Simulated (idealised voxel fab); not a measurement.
This section sets out a process module, namely voxel self aligned vias.
The cross-section on display is named cut; it measures 290 nm wide, and its cells are 5 nm squares.
Notation: cross-section as square-cell grid; stated in bands, top first, going down; one or more cell rows per band. Within each band entry, the heights of the top and of the bottom of the band appear first, in that order and in nm; the materials of the band then follow from left to right, each with its corresponding width in nm. The designation "throughout" on a single material indicates that it fills the band from edge to edge; the designation "blank" indicates empty space. Height is counted from the level 0, under which the received wafer is composed throughout of one material. The lowest of the bands is not closed at the bottom but continues downward, in the notation "z 0 and below". You'd read "30 to 40" like this: the band's top row of cells is as wide as the first number, its bottom row is as wide as the second, and going down, every row changes width by the same amount as the row before did. Given "nothing changed" for a step, no cell of the cross-section differs between before and after that step. Reported under the label "Closed void table" are the empty spaces having no open way to the top and comprising 8 cells or more; the notation for each is width x height at distance, in which the distance is measured from the left edge and all three values are in nm. If you see something after the settings on a step's line, that's the simulator's own remark about that step. Among the settings permitted on a step's line is "overlay nm"; applied to a step with a mask, it specifies the extent to which the mask lay to the right of its planned position, whereas a negative figure signifies a position to the left.

THESE ARE THE STEPS WE PLANNED FOR THE PROCESS
1 RECEIVE: material Si
2 CONFORMAL_DEP: material SiO2, thk nm 10
3 CONFORMAL_DEP: material SiCN, thk nm 5
4 DIRECTIONAL_DEP: material SiO2, thk nm 20
5 MASKED_ETCH: tone open, mask id LINES, width nm 25, pitch nm 50, etch materials SiO2, depth nm 20, overlay nm 0
6 CONFORMAL_DEP: material TiN, thk nm 5
7 FILL_DEP: material Ru, thk nm 5
8 CMP: height nm 35
9 SELECTIVE_ETCH: etch materials W Ru TiN, depth nm 5
10 FILL_DEP: material SiN, thk nm 10
11 CMP: height nm 35
12 DIRECTIONAL_DEP: material SiO2, thk nm 15
13 DIRECTIONAL_DEP: material aC, thk nm 10
14 PATTERN: tone open, mask id VIAS, material resist, width nm 35, pitch nm 50, thk nm 30, overlay nm 0
15 DIRECTIONAL_ETCH: etch materials aC, depth nm 10
16 STRIP: etch materials resist
17 DIRECTIONAL_ETCH: etch materials SiO2, depth nm 15
18 DIRECTIONAL_ETCH: etch materials SiN, depth nm 5
19 STRIP: etch materials aC
20 CONFORMAL_DEP: material TiN, thk nm 5
21 FILL_DEP: material Cu, thk nm 5
22 CMP: height nm 50
23 CONFORMAL_DEP: material SiN, thk nm 5

THIS IS THE CROSS-SECTION OF THE WAFER AS WE RECEIVED IT, I.E. AFTER STEP 1
- z 0 and below: Si throughout
- Closed void table: none

THIS IS HOW THE WAFER LOOKS IN CROSS-SECTION ONCE THE MODULE IS DONE, GIVEN THE STARTING STATE AND PLAN ABOVE AND ONE MISTAKE IN CARRYING THE PLAN OUT
- z 65 to 50: SiN throughout
- z 50 to 40: SiO2 100, then TiN 5, then Cu 25, then TiN 5, then SiO2 15, then TiN 5, then Cu 25, then TiN 5, then SiO2 105
- z 40 to 35: SiO2 100, then TiN 10, then Cu 15, then TiN 10, then SiO2 15, then TiN 10, then Cu 15, then TiN 10, then SiO2 105
- z 35 to 30: SiO2 105, then TiN 25, then SiO2 25, then TiN 25, then SiO2 110
- z 30 to 20: SiO2 105, then TiN 5, then Ru 15, then TiN 5, then SiO2 25, then TiN 5, then Ru 15, then TiN 5, then SiO2 110
- z 20 to 15: SiO2 105, then TiN 25, then SiO2 25, then TiN 25, then SiO2 110
- z 15 to 10: SiCN throughout
- z 10 to 0: SiO2 throughout
- z 0 and below: Si throughout
- Closed void table: none
Where did the run depart from the plan? so step 23 ended up running with a different setting than we planned, it ran as CONFORMAL_DEP: material SiN, thk nm 15
